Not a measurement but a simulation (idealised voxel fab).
Proc. module: voxel wiring stack
The cross-section on display is named cut; it measures 200 nm wide, and its cells are 5 nm squares.
The cross-sections in this document take the form of a grid made of square cells. They are written out as bands, in order from top to bottom. Each band consists of one or more rows of cells.
Within each band entry, the heights of the top and of the bottom of the band appear first, in that order and in nm; the materials of the band then follow from left to right, each with its corresponding width in nm. The designation "everywhere" on a single material indicates that it fills the band from edge to edge; the designation "blank" indicates empty space.
Height datum 0, below which the as-received substrate wafer is one material. Lowest band open at the bottom, running downward: "top 0, no bottom".
The two numbers in a width such as "30 to 40" mark its ends across the band: the first belongs to the top row of cells, the second to the bottom row, and from each row to the next the width moves by the same amount.
Where a step carries "everything unchanged", the cross-section came out of it unchanged, cell for cell.
Basically, "Sealed internal voids" tells you about the enclosed voids: empty spaces with no open way to the top, 8 cells or bigger, each written width x height at distance, where distance is from the left edge, all in nm.
Where a step's line continues beyond its settings, the continuation is a remark by the simulator itself on that step.
Each step line may optionally specify "overlay nm", which for a step with a mask gives the rightward distance between the mask's planned place and where it lay, a negative value indicating the leftward direction.

INTENDED PROCESS STEPS
step 1: op RECEIVE | material Si
step 2: op CONFORMAL_DEP | material SiO2 | thk nm 10
step 3: op DIRECTIONAL_DEP | material TiN | thk nm 5
step 4: op DIRECTIONAL_DEP | material W | thk nm 15
step 5: op DIRECTIONAL_DEP | material aC | thk nm 10
step 6: op PATTERN | tone cover | mask id METAL_1 | material resist | width nm 30 | pitch nm 60 | thk nm 25 | overlay nm 0
step 7: op DIRECTIONAL_ETCH | etch materials aC | depth nm 10
step 8: op STRIP | etch materials resist
step 9: op DIRECTIONAL_ETCH | etch materials W | depth nm 15
step 10: op DIRECTIONAL_ETCH | etch materials TiN | depth nm 5
step 11: op STRIP | etch materials aC
step 12: op FILL_DEP | material lowk | thk nm 10
step 13: op CMP | height nm 30
step 14: op CONFORMAL_DEP | material SiCN | thk nm 5
step 15: op DIRECTIONAL_DEP | material SiO2 | thk nm 30
step 16: op MASKED_ETCH | tone open | mask id METAL_2_HOLES | width nm 15 | pitch nm 120 | etch materials SiO2 | depth nm 30 | overlay nm 0
step 17: op MASKED_ETCH | tone open | mask id METAL_2 | width nm 30 | pitch nm 60 | etch materials SiO2 | depth nm 15 | overlay nm 0
step 18: op MASKED_ETCH | tone open | mask id METAL_2 | width nm 30 | pitch nm 60 | etch materials SiCN | depth nm 5 | overlay nm 0
step 19: op CONFORMAL_DEP | material TiN | thk nm 5
step 20: op FILL_DEP | material Ru | thk nm 5
step 21: op CMP | height nm 65
step 22: op CONFORMAL_DEP | material SiCN | thk nm 5
step 23: op DIRECTIONAL_DEP | material SiO2 | thk nm 15
step 24: op MASKED_ETCH | tone open | mask id PLUG_2 | width nm 15 | pitch nm 60 | etch materials SiO2 | depth nm 15 | overlay nm 0
step 25: op MASKED_ETCH | tone open | mask id PLUG_2 | width nm 15 | pitch nm 60 | etch materials SiCN | depth nm 5 | overlay nm 0
step 26: op EPI | material Ru | thk nm 10
step 27: op EPI | material Ru | thk nm 10
step 28: op CONFORMAL_DEP | material SiN | thk nm 5
step 29: op DIRECTIONAL_DEP | material SiO2 | thk nm 25
step 30: op PATTERN | tone open | mask id METAL_3 | material resist | width nm 30 | pitch nm 60 | thk nm 20 | overlay nm 0
step 31: op DIRECTIONAL_ETCH | etch materials SiO2 | depth nm 25
step 32: op DIRECTIONAL_ETCH | etch materials SiN | depth nm 5
step 33: op STRIP | etch materials resist
step 34: op CONFORMAL_DEP | material TiN | thk nm 5
step 35: op FILL_DEP | material Ru | thk nm 5
step 36: op CMP | height nm 115
step 37: op CONFORMAL_DEP | material SiN | thk nm 5

AS-RECEIVED STATE OF THE WAFER IN CROSS-SECTION, EQUIVALENT TO POST-STEP 1
  top 0, no bottom: Si everywhere
  Sealed internal voids: none

CROSS-SECTIONAL RESULT AFTER MODULE COMPLETION. NOTE: STARTING CONDITION AND PLAN ARE UNCHANGED FROM ABOVE; ONE PROCESSING MISTAKE WAS MADE
  top 120, bottom 115: SiN everywhere
  top 115, bottom 90: SiO2 (25) / TiN (5) / Ru (20) / TiN (5) / SiO2 (30) / TiN (5) / Ru (20) / TiN (5) / SiO2 (30) / TiN (5) / Ru (20) / TiN (5) / SiO2 (25)
  top 90, bottom 85: SiN (25) / TiN (30) / SiN (30) / TiN (30) / SiN (30) / TiN (30) / SiN (25)
  top 85, bottom 70: SiO2 (25) / Ru (15) / SiO2 (45) / Ru (15) / SiO2 (45) / Ru (15) / SiO2 (40)
  top 70, bottom 65: SiCN (25) / Ru (15) / SiCN (45) / Ru (15) / SiCN (45) / Ru (15) / SiCN (40)
  top 65, bottom 55: SiO2 (25) / TiN (5) / Ru (15) / TiN (5) / SiO2 (40) / TiN (5) / Ru (10) / TiN (5) / SiO2 (35) / TiN (5) / Ru (15) / TiN (5) / SiO2 (30)
  top 55, bottom 50: SiO2 (25) / TiN (5) / Ru (5) / TiN (15) / SiO2 (40) / TiN (20) / SiO2 (35) / TiN (5) / Ru (5) / TiN (15) / SiO2 (30)
  top 50, bottom 35: SiO2 (25) / TiN (5) / Ru (5) / TiN (5) / SiO2 (105) / TiN (5) / Ru (5) / TiN (5) / SiO2 (40)
  top 35, bottom 30: SiCN (25) / TiN (15) / SiCN (105) / TiN (15) / SiCN (40)
  top 30, bottom 15: lowk (25) / W (30) / lowk (30) / W (30) / lowk (30) / W (30) / lowk (25)
  top 15, bottom 10: lowk (25) / TiN (30) / lowk (30) / TiN (30) / lowk (30) / TiN (30) / lowk (25)
  top 10, bottom 0: SiO2 everywhere
  top 0, no bottom: Si everywhere
  Sealed internal voids: none
Deviation from plan: note that step 17 departed from the planned setting and was carried out as op MASKED_ETCH | tone open | mask id METAL_2 | width nm 20 | pitch nm 60 | etch materials SiO2 | depth nm 15 | overlay nm 0
